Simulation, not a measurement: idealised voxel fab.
This section sets out a process module, namely voxel self aligned vias.
Cross-section cut: width 295 nm, square cells of 5 nm.
If you're reading a cross-section in this doc, picture square cells in a grid; it comes to you as bands, top ones listed first down to the bottom, and a band can be one or more rows of cells. A band entry consists of two parts. The first gives the height of the band's top and the height of its bottom, in nm. The rest lists the band's materials from left to right, each with its width in nm. A single material labelled with the word "edge to edge" fills the band from edge to edge, and the word "air" marks empty space. Counting heights begins at 0, where everything beneath is, in the wafer as received, one material. The lowest band has no bottom; it goes on downwards, as "0 nm and below" shows. So if you see something like "30 to 40" for the width, read it as the top row of the band sitting at the first number and the bottom row at the second, with every row in between moving by the same amount as the last. "everything unchanged" means the step left every cell of the cross-section as it was. Any empty space of 8 cells or more lacking an open way to the top shows up in "Sealed void listing" as width x height at distance, distance from the left edge, in nm. Heads up: the bit after the settings on a step's line is the simulator's remark on that step. A step's line can hold "overlay nm"; with a mask on that step, the setting says how far right of the planned place the mask lay, while a negative setting says it lay to the left.

**This section lists the process steps that were planned**
1. op RECEIVE | material Si
2. op CONFORMAL_DEP | material SiO2 | thk nm 15
3. op CONFORMAL_DEP | material SiCN | thk nm 5
4. op DIRECTIONAL_DEP | material SiO2 | thk nm 30
5. op DIRECTIONAL_DEP | material aC | thk nm 15
6. op PATTERN | tone open | mask id LINES | material resist | width nm 20 | pitch nm 70 | thk nm 35 | overlay nm 0
7. op DIRECTIONAL_ETCH | etch materials aC | depth nm 15
8. op STRIP | etch materials resist
9. op DIRECTIONAL_ETCH | etch materials SiO2 | depth nm 30
10. op STRIP | etch materials aC
11. op CONFORMAL_DEP | material TiN | thk nm 5
12. op FILL_DEP | material W | thk nm 10
13. op CMP | height nm 50
14. op SELECTIVE_ETCH | etch materials W Ru TiN | depth nm 10
15. op FILL_DEP | material SiN | thk nm 5
16. op CMP | height nm 50
17. op DIRECTIONAL_DEP | material SiO2 | thk nm 20
18. op MASKED_ETCH | tone open | mask id VIAS | width nm 40 | pitch nm 140 | etch materials SiO2 | depth nm 20 | overlay nm 0
19. op MASKED_ETCH | tone open | mask id VIAS | width nm 40 | pitch nm 140 | etch materials SiN | depth nm 10 | overlay nm 0
20. op CONFORMAL_DEP | material TiN | thk nm 5
21. op FILL_DEP | material Ru | thk nm 10
22. op CMP | height nm 70
23. op CONFORMAL_DEP | material SiN | thk nm 5
Heads up: all these wafers start the same, and what changes between them is the thk nm in step 23. The value you see in the plan is just what the first wafer got.

**As received, i.e. after step 1: cross-section through the first of several wafers**
* 0 nm and below  Si edge to edge
* Sealed void listing: none

**Table: wafers, a row each; end-of-module cell change per material since receipt, gain (+), loss (-); then closed voids**
thk nm 5; +44 Ru; +59 SiCN; +67 SiN; +631 SiO2; +66 TiN; +18 W; Sealed void listing: none
thk nm 10; +44 Ru; +59 SiCN; +126 SiN; +631 SiO2; +66 TiN; +18 W; Sealed void listing: none
thk nm 15; +44 Ru; +59 SiCN; +185 SiN; +631 SiO2; +66 TiN; +18 W; Sealed void listing: none
thk nm 20; +44 Ru; +59 SiCN; +244 SiN; +631 SiO2; +66 TiN; +18 W; Sealed void listing: none
